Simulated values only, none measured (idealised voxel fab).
process module | voxel capacitor over wiring
cross-section cut | 225 nm wide | cells 5 nm
A cross-section is a grid of square cells, given in bands from the top down. A band is one or more rows of cells.
Each band's line starts with the height of the band's top and of its bottom, in nm. Then come its materials from left to right, each with its width in nm. One material with "throughout" fills the band from edge to edge. "air" is empty space.
Height 0 is the level under which the wafer as received is all one material. The lowest band goes on downwards, as in "0 down".
A width such as "30 to 40" changes by the same amount from each row of cells to the next, from the band's top row to its bottom row.
"no change" after a step means that no cell of the cross-section changed.
closed voids: empty space of 8 cells or more with no open way to the top, each as width x height at its distance from the left edge, in nm
after a step's settings: what the simulator itself notes on the step
overlay nm, on a step with a mask: how far to the right of its planned place the mask lay; to the left if negative
plan
1 op RECEIVE | material Si
2 op CONFORMAL_DEP | material SiO2 | thk nm 15
3 op CONFORMAL_DEP | material SiN | thk nm 5
4 op DIRECTIONAL_DEP | material SiO2 | thk nm 25
5 op DIRECTIONAL_DEP | material aC | thk nm 10
6 op PATTERN | tone open | mask id METAL_1 | material resist | width nm 25 | pitch nm 85 | thk nm 30 | overlay nm 0
7 op DIRECTIONAL_ETCH | etch materials aC | depth nm 10
8 op STRIP | etch materials resist
9 op DIRECTIONAL_ETCH | etch materials SiO2 | depth nm 25
10 op DIRECTIONAL_ETCH | etch materials SiN | depth nm 5
11 op STRIP | etch materials aC
12 op CONFORMAL_DEP | material TiN | thk nm 5
13 op FILL_DEP | material Ru | thk nm 5
14 op CMP | height nm 45
15 op EPI | material Ru | thk nm 5
16 op FILL_DEP | material SiCN | thk nm 5
17 op DIRECTIONAL_DEP | material SiO2 | thk nm 15
18 op MASKED_ETCH | tone open | mask id PLUG_1 | width nm 15 | etch materials SiO2 | depth nm 15 | overlay nm 0
19 op MASKED_ETCH | tone open | mask id PLUG_1 | width nm 15 | etch materials SiCN | depth nm 5 | overlay nm 0
20 op CONFORMAL_DEP | material TiN | thk nm 5
21 op FILL_DEP | material W | thk nm 10
22 op CMP | height nm 70
23 op DIRECTIONAL_DEP | material TiN | thk nm 10
24 op DIRECTIONAL_DEP | material Al2O3 | thk nm 5
25 op DIRECTIONAL_DEP | material TiN | thk nm 10
26 op PATTERN | tone cover | mask id UPPER_PLATE | material resist | width nm 65 | thk nm 15 | overlay nm 0
27 op DIRECTIONAL_ETCH | etch materials TiN | depth nm 10
28 op DIRECTIONAL_ETCH | etch materials Al2O3 | depth nm 5
29 op STRIP | etch materials resist
30 op DIRECTIONAL_DEP | material aC | thk nm 15
31 op PATTERN | tone cover | mask id LOWER_PLATE | material resist | width nm 75 | thk nm 30 | overlay nm 0
32 op DIRECTIONAL_ETCH | etch materials aC | depth nm 15
33 op STRIP | etch materials resist
34 op DIRECTIONAL_ETCH | etch materials TiN | depth nm 10
35 op STRIP | etch materials aC
36 op FILL_DEP | material SiO2 | thk nm 15
37 op CMP | height nm 105
38 op PATTERN | tone open | mask id PLUG_2 | material resist | width nm 15 | thk nm 20 | overlay nm 0
39 op DIRECTIONAL_ETCH | etch materials SiO2 | depth nm 10
40 op STRIP | etch materials resist
41 op CONFORMAL_DEP | material TiN | thk nm 5
42 op FILL_DEP | material Cu | thk nm 10
43 op CMP | height nm 105
44 op CONFORMAL_DEP | material SiCN | thk nm 5
first wafer, as planned
as received, after step 1
  0 down: Si throughout
  closed voids: none
after step 2
  15 to 0: SiO2 throughout
  below 0: unchanged
after step 3
  20 to 15: SiN throughout
  below 15: unchanged
after step 4
  45 to 20: SiO2 throughout
  below 20: unchanged
after step 5
  55 to 45: aC throughout
  below 45: unchanged
after step 6
  85 to 55: resist 55 | air 25 | resist 60 | air 25 | resist 60
  below 55: unchanged
after step 7
  75 to 55: resist 55 | air 25 | resist 60 | air 25 | resist 60
  55 to 45: aC 55 | air 25 | aC 60 | air 25 | aC 60
  below 45: unchanged
after step 8
  55 to 45: aC 55 | air 25 | aC 60 | air 25 | aC 60
  below 45: unchanged
after step 9
  55 to 45: aC 55 | air 25 | aC 60 | air 25 | aC 60
  45 to 20: SiO2 55 | air 25 | SiO2 60 | air 25 | SiO2 60
  below 20: unchanged
after step 10
  55 to 45: aC 55 | air 25 | aC 60 | air 25 | aC 60
  45 to 20: SiO2 55 | air 25 | SiO2 60 | air 25 | SiO2 60
  20 to 15: SiN 55 | air 25 | SiN 60 | air 25 | SiN 60
  below 15: unchanged
after step 11
  45 to 20: SiO2 55 | air 25 | SiO2 60 | air 25 | SiO2 60
  below 20: unchanged
after step 12
  50 to 45: TiN 60 | air 15 | TiN 70 | air 15 | TiN 65
  45 to 20: SiO2 55 | TiN 5 | air 15 | TiN 5 | SiO2 60 | TiN 5 | air 15 | TiN 5 | SiO2 60
  20 to 15: SiN 55 | TiN 25 | SiN 60 | TiN 25 | SiN 60
  below 15: unchanged
after step 13
  55 to 50: Ru throughout
  50 to 45: TiN 60 | Ru 15 | TiN 70 | Ru 15 | TiN 65
  45 to 20: SiO2 55 | TiN 5 | Ru 15 | TiN 5 | SiO2 60 | TiN 5 | Ru 15 | TiN 5 | SiO2 60
  below 20: unchanged
after step 14
  45 to 20: SiO2 55 | TiN 5 | Ru 15 | TiN 5 | SiO2 60 | TiN 5 | Ru 15 | TiN 5 | SiO2 60
  below 20: unchanged
after step 15
  50 to 45: air 50 | Ru 35 | air 50 | Ru 35 | air 55
  below 45: unchanged
after step 16
  55 to 50: SiCN throughout
  50 to 45: SiCN 50 | Ru 35 | SiCN 50 | Ru 35 | SiCN 55
  below 45: unchanged
after step 17
  70 to 55: SiO2 throughout
  below 55: unchanged
after step 18
  70 to 55: SiO2 65 | air 15 | SiO2 145
  below 55: unchanged
after step 19
  70 to 55: SiO2 65 | air 15 | SiO2 145
  55 to 50: SiCN 65 | air 15 | SiCN 145
  below 50: unchanged
after step 20
  75 to 70: TiN 70 | air 5 | TiN 150
  70 to 55: SiO2 65 | TiN 5 | air 5 | TiN 5 | SiO2 145
  55 to 50: SiCN 65 | TiN 15 | SiCN 145
  below 50: unchanged
after step 21
  85 to 75: W throughout
  75 to 70: TiN 70 | W 5 | TiN 150
  70 to 55: SiO2 65 | TiN 5 | W 5 | TiN 5 | SiO2 145
  below 55: unchanged
after step 22
  70 to 55: SiO2 65 | TiN 5 | W 5 | TiN 5 | SiO2 145
  below 55: unchanged
after step 23
  80 to 70: TiN throughout
  below 70: unchanged
after step 24
  85 to 80: Al2O3 throughout
  below 80: unchanged
after step 25
  95 to 85: TiN throughout
  below 85: unchanged
after step 26
  110 to 95: air 65 | resist 65 | air 95
  below 95: unchanged
after step 27
  110 to 95: air 65 | resist 65 | air 95
  95 to 85: air 65 | TiN 65 | air 95
  below 85: unchanged
after step 28
  110 to 95: air 65 | resist 65 | air 95
  95 to 85: air 65 | TiN 65 | air 95
  85 to 80: air 65 | Al2O3 65 | air 95
  below 80: unchanged
after step 29
  95 to 85: air 65 | TiN 65 | air 95
  below 85: unchanged
after step 30
  110 to 95: air 65 | aC 65 | air 95
  95 to 85: aC 65 | TiN 65 | aC 95
  85 to 80: aC 65 | Al2O3 65 | aC 95
  below 80: unchanged
after step 31
  140 to 110: air 60 | resist 75 | air 90
  110 to 95: air 60 | resist 5 | aC 65 | resist 5 | air 90
  below 95: unchanged
after step 32
  125 to 110: air 60 | resist 75 | air 90
  110 to 95: air 60 | resist 5 | aC 65 | resist 5 | air 90
  95 to 85: air 60 | aC 5 | TiN 65 | aC 5 | air 90
  85 to 80: air 60 | aC 5 | Al2O3 65 | aC 5 | air 90
  below 80: unchanged
after step 33
  110 to 95: air 65 | aC 65 | air 95
  below 95: unchanged
after step 34
  110 to 95: air 65 | aC 65 | air 95
  95 to 85: air 60 | aC 5 | TiN 65 | aC 5 | air 90
  85 to 80: air 60 | aC 5 | Al2O3 65 | aC 5 | air 90
  80 to 70: air 60 | TiN 75 | air 90
  below 70: unchanged
after step 35
  95 to 85: air 65 | TiN 65 | air 95
  85 to 80: air 65 | Al2O3 65 | air 95
  below 80: unchanged
after step 36
  110 to 95: SiO2 throughout
  95 to 85: SiO2 65 | TiN 65 | SiO2 95
  85 to 80: SiO2 65 | Al2O3 65 | SiO2 95
  80 to 70: SiO2 60 | TiN 75 | SiO2 90
  below 70: unchanged
after step 37
  105 to 95: SiO2 throughout
  below 95: unchanged
after step 38
  125 to 105: resist 75 | air 15 | resist 135
  below 105: unchanged
after step 39
  125 to 105: resist 75 | air 15 | resist 135
  105 to 95: SiO2 75 | air 15 | SiO2 135
  below 95: unchanged
after step 40
  105 to 95: SiO2 75 | air 15 | SiO2 135
  below 95: unchanged
after step 41
  110 to 105: TiN 80 | air 5 | TiN 140
  105 to 100: SiO2 75 | TiN 5 | air 5 | TiN 5 | SiO2 135
  100 to 95: SiO2 75 | TiN 15 | SiO2 135
  below 95: unchanged
after step 42
  120 to 110: Cu throughout
  110 to 105: TiN 80 | Cu 5 | TiN 140
  105 to 100: SiO2 75 | TiN 5 | Cu 5 | TiN 5 | SiO2 135
  below 100: unchanged
after step 43
  105 to 100: SiO2 75 | TiN 5 | Cu 5 | TiN 5 | SiO2 135
  below 100: unchanged
after step 44
  110 to 105: SiCN throughout
  below 105: unchanged
second wafer: like start, like plan, one mistake. Through step 22 it matches the first wafer
when step 23 should have ended
  75 to 70: Al2O3 throughout
  below 70: unchanged
when step 24 should have ended
  85 to 75: TiN throughout
  below 75: unchanged
when step 25 should have ended
  95 to 75: TiN throughout
  below 75: unchanged
when step 26 should have ended
  110 to 95: air 65 | resist 65 | air 95
  below 95: unchanged
when step 27 should have ended
  110 to 95: air 65 | resist 65 | air 95
  95 to 85: air 65 | TiN 65 | air 95
  below 85: unchanged
when step 28 should have ended: no change
when step 29 should have ended
  95 to 85: air 65 | TiN 65 | air 95
  below 85: unchanged
when step 30 should have ended
  110 to 100: air 65 | aC 65 | air 95
  100 to 95: aC throughout
  95 to 85: aC 65 | TiN 65 | aC 95
  below 85: unchanged
when step 31 should have ended
  140 to 110: air 60 | resist 75 | air 90
  110 to 100: air 60 | resist 5 | aC 65 | resist 5 | air 90
  below 100: unchanged
when step 32 should have ended
  125 to 110: air 60 | resist 75 | air 90
  110 to 100: air 60 | resist 5 | aC 65 | resist 5 | air 90
  100 to 95: air 60 | aC 75 | air 90
  95 to 85: air 60 | aC 5 | TiN 65 | aC 5 | air 90
  below 85: unchanged
when step 33 should have ended
  110 to 100: air 65 | aC 65 | air 95
  below 100: unchanged
when step 34 should have ended
  110 to 100: air 65 | aC 65 | air 95
  100 to 95: air 60 | aC 75 | air 90
  95 to 85: air 60 | aC 5 | TiN 65 | aC 5 | air 90
  85 to 75: air 60 | TiN 75 | air 90
  below 75: unchanged
when step 35 should have ended
  95 to 85: air 65 | TiN 65 | air 95
  below 85: unchanged
when step 36 should have ended
  110 to 95: SiO2 throughout
  95 to 85: SiO2 65 | TiN 65 | SiO2 95
  85 to 75: SiO2 60 | TiN 75 | SiO2 90
  below 75: unchanged
when step 37 should have ended
  105 to 95: SiO2 throughout
  below 95: unchanged
when step 38 should have ended
  125 to 105: resist 75 | air 15 | resist 135
  below 105: unchanged
when step 39 should have ended
  125 to 105: resist 75 | air 15 | resist 135
  105 to 95: SiO2 75 | air 15 | SiO2 135
  below 95: unchanged
when step 40 should have ended
  105 to 95: SiO2 75 | air 15 | SiO2 135
  below 95: unchanged
when step 41 should have ended
  110 to 105: TiN 80 | air 5 | TiN 140
  105 to 100: SiO2 75 | TiN 5 | air 5 | TiN 5 | SiO2 135
  100 to 95: SiO2 75 | TiN 15 | SiO2 135
  below 95: unchanged
when step 42 should have ended
  120 to 110: Cu throughout
  110 to 105: TiN 80 | Cu 5 | TiN 140
  105 to 100: SiO2 75 | TiN 5 | Cu 5 | TiN 5 | SiO2 135
  below 100: unchanged
when step 43 should have ended
  105 to 100: SiO2 75 | TiN 5 | Cu 5 | TiN 5 | SiO2 135
  below 100: unchanged
when step 44 should have ended
  110 to 105: SiCN throughout
  below 105: unchanged
what went wrong: steps 23 and 24 were swapped
at the end the second wafer has, in cells: 32 more of Al2O3 | 32 fewer of SiO2
